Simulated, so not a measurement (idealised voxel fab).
The process module presented herein is designated voxel capacitor over wiring.
Section cut is 280 nm wide and gridded with 5 nm square cells.
Notation: cross-section as square-cell grid; stated in bands, top first, going down; one or more cell rows per band. Band: top and bottom heights (nm) first, top before bottom; then materials from left to right, widths in nm. "edge to edge" marks a sole material filling the band edge to edge. "blank" denotes empty space. Height datum 0, below which the as-received substrate wafer is one material. Lowest band open at the bottom, running downward: "z 0 and below". Width "30->40": first value at the band's top row of cells, second value at its bottom row, equal change from row to row. Step marked "remains unaltered"? Then no cell in the cross-section changed in it. "Closed void listing": sealed empty spaces, 8 cells or more, no open way to top, listed width x height at distance, with distance from the left edge and width, height and distance in nm. Heads up: the bit after the settings on a step's line is the simulator's remark on that step. If you see "overlay nm" on a step's line and that step has a mask, it's telling you how far right of where it was planned the mask ended up; a negative number means it went left instead.
The steps planned for the process are as follows:
1) RECEIVE: material Si
2) CONFORMAL_DEP: material SiO2, thk nm 15
3) DIRECTIONAL_DEP: material TiN, thk nm 5
4) DIRECTIONAL_DEP: material W, thk nm 15
5) DIRECTIONAL_DEP: material aC, thk nm 10
6) PATTERN: tone cover, mask id METAL_1, material resist, width nm 20, pitch nm 70, thk nm 30, overlay nm 0
7) DIRECTIONAL_ETCH: etch materials aC, depth nm 10
8) STRIP: etch materials resist
9) DIRECTIONAL_ETCH: etch materials W, depth nm 15
10) DIRECTIONAL_ETCH: etch materials TiN, depth nm 5
11) STRIP: etch materials aC
12) FILL_DEP: material SiO2, thk nm 5
13) CMP: height nm 35
14) CONFORMAL_DEP: material SiCN, thk nm 5
15) DIRECTIONAL_DEP: material SiO2, thk nm 15
16) MASKED_ETCH: tone open, mask id PLUG_1, width nm 15, etch materials SiO2, depth nm 15, overlay nm 0
17) MASKED_ETCH: tone open, mask id PLUG_1, width nm 15, etch materials SiCN, depth nm 5, overlay nm 0
18) EPI: material Ru, thk nm 10
19) EPI: material Ru, thk nm 10
20) DIRECTIONAL_DEP: material TiN, thk nm 10
21) DIRECTIONAL_DEP: material SiN, thk nm 5
22) DIRECTIONAL_DEP: material TiN, thk nm 5
23) PATTERN: tone cover, mask id UPPER_PLATE, material resist, width nm 55, thk nm 20, overlay nm 0
24) DIRECTIONAL_ETCH: etch materials TiN, depth nm 5
25) DIRECTIONAL_ETCH: etch materials SiN, depth nm 5
26) STRIP: etch materials resist
27) DIRECTIONAL_DEP: material aC, thk nm 10
28) PATTERN: tone cover, mask id LOWER_PLATE, material resist, width nm 65, thk nm 25, overlay nm 0
29) DIRECTIONAL_ETCH: etch materials aC, depth nm 10
30) STRIP: etch materials resist
31) DIRECTIONAL_ETCH: etch materials TiN, depth nm 10
32) STRIP: etch materials aC
33) FILL_DEP: material SiO2, thk nm 20
34) CMP: height nm 90
35) PATTERN: tone open, mask id PLUG_2, material resist, width nm 15, thk nm 15, overlay nm 0
36) DIRECTIONAL_ETCH: etch materials SiO2, depth nm 15
37) STRIP: etch materials resist
38) CONFORMAL_DEP: material TiN, thk nm 5
39) FILL_DEP: material W, thk nm 10
40) CMP: height nm 90
41) CONFORMAL_DEP: material SiN, thk nm 5
Incoming wafer, cross-sectional view, post step 1:
- z 0 and below | Si edge to edge
- Closed void listing: none
Cross-section, first of two wafers, end of module, run as planned:
- z 95 to 90 | SiN edge to edge
- z 90 to 80 | 110 of SiO2, then 5 of TiN, then 5 of W, then 5 of TiN, then 155 of SiO2
- z 80 to 70 | 110->100 of SiO2, then 15->55 of TiN, then 155->125 of SiO2
- z 70 to 65 | 100 of SiO2, then 55 of SiN, then 125 of SiO2
- z 65 to 55 | 95 of SiO2, then 65 of TiN, then 120 of SiO2
- z 55 to 40 | 100 of SiO2, then 15 of Ru, then 165 of SiO2
- z 40 to 35 | 100 of SiCN, then 15 of Ru, then 165 of SiCN
- z 35 to 20 | 95 of SiO2, then 20 of W, then 50 of SiO2, then 20 of W, then 95 of SiO2
- z 20 to 15 | 95 of SiO2, then 20 of TiN, then 50 of SiO2, then 20 of TiN, then 95 of SiO2
- z 15 to 0 | SiO2 edge to edge
- z 0 and below | Si edge to edge
- Closed void listing: none
Wafer two (of two), end-of-module cross-section: start = wafer one, plan = wafer one, one run mistake:
- z 100 to 95 | SiN edge to edge
- z 95 to 90 | 115 of TiN, then 5 of W, then 160 of TiN
- z 90 to 80 | 110 of SiO2, then 5 of TiN, then 5 of W, then 5 of TiN, then 155 of SiO2
- z 80 to 70 | 110->100 of SiO2, then 15->55 of TiN, then 155->125 of SiO2
- z 70 to 65 | 100 of SiO2, then 55 of SiN, then 125 of SiO2
- z 65 to 55 | 95 of SiO2, then 65 of TiN, then 120 of SiO2
- z 55 to 40 | 100 of SiO2, then 15 of Ru, then 165 of SiO2
- z 40 to 35 | 100 of SiCN, then 15 of Ru, then 165 of SiCN
- z 35 to 20 | 95 of SiO2, then 20 of W, then 50 of SiO2, then 20 of W, then 95 of SiO2
- z 20 to 15 | 95 of SiO2, then 20 of TiN, then 50 of SiO2, then 20 of TiN, then 95 of SiO2
- z 15 to 0 | SiO2 edge to edge
- z 0 and below | Si edge to edge
- Closed void listing: none
What was done differently from what was planned? step 40 off recipe, ran as CMP: height nm 95
End of process, cell counts, second wafer against first, materials with more or fewer: 55 more of TiN | 1 more of W
